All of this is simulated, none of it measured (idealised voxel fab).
The document below concerns the process module designated voxel lift off.
The cross-section on display is named cut; it measures 210 nm wide, and its cells are 5 nm squares.
When this document writes out a cross-section, it uses a grid of square cells and lists it as bands, beginning at the top and moving down, with a band standing for one or more rows of cells.
A band entry consists of two parts. The first gives the height of the band's top and the height of its bottom, in nm. The rest lists the band's materials from left to right, each with its width in nm. A single material labelled with the word "edge to edge" fills the band from edge to edge, and the word "air" marks empty space.
Where do heights start? At 0: under that level the wafer as delivered is made of one material only. And the lowest band has no floor; it just carries on downward, as in "from 0 down".
The expression "30..40" gives the width at the extremes of the band, the first number at its top row of cells and the second at its bottom row, with the width changing by equal amounts from each row to the next in between.
"remains unaltered" after a step means that no cell of the cross-section changed.
"Closed void register" - sealed voids, min. 8 cells, no opening to top; format: width x height at distance (distance from left edge; nm throughout).
If you see something after the settings on a step's line, that's the simulator's own remark about that step.
Among the settings permitted on a step's line is "overlay nm"; applied to a step with a mask, it specifies the extent to which the mask lay to the right of its planned position, whereas a negative figure signifies a position to the left.

Steps planned for the process
- 1: RECEIVE,material Si
- 2: CONFORMAL_DEP,material Al2O3,thk nm 15
- 3: PATTERN,tone open,mask id LINES,material resist,width nm 30,pitch nm 50,thk nm 30,overlay nm 0
- 4: DIRECTIONAL_DEP,material Ru,thk nm 15
- 5: STRIP,etch materials resist
- 6: CONFORMAL_DEP,material SiO2,thk nm 10

as received, after step 1
> from 0 down | Si edge to edge
> Closed void register: none

End-of-module XS, first of two wafers, run as planned
> from 40 to 30 | 30 air, then 150 SiO2, then 30 air
> from 30 to 25 | 30 air, then 10 SiO2, then 30 Ru, then 20 SiO2, then 30 Ru, then 20 SiO2, then 30 Ru, then 10 SiO2, then 30 air
> from 25 to 15 | 40 SiO2, then 30 Ru, then 20 SiO2, then 30 Ru, then 20 SiO2, then 30 Ru, then 40 SiO2
> from 15 to 0 | Al2O3 edge to edge
> from 0 down | Si edge to edge
> Closed void register: none

Wafer two, sectioned after the module: the first wafer's start, the first wafer's plan, and one mistake in how it was run
> from 40 to 25 | 30 air, then 150 SiO2, then 30 air
> from 25 to 15 | SiO2 edge to edge
> from 15 to 0 | Al2O3 edge to edge
> from 0 down | Si edge to edge
> Closed void register: none
Here's what went sideways: step 4 off recipe, ran as DIRECTIONAL_DEP,material SiO2,thk nm 15
Per the end-of-run cell counts, the second wafer holds more or fewer of some materials than the first: 54 fewer of Ru; 54 more of SiO2
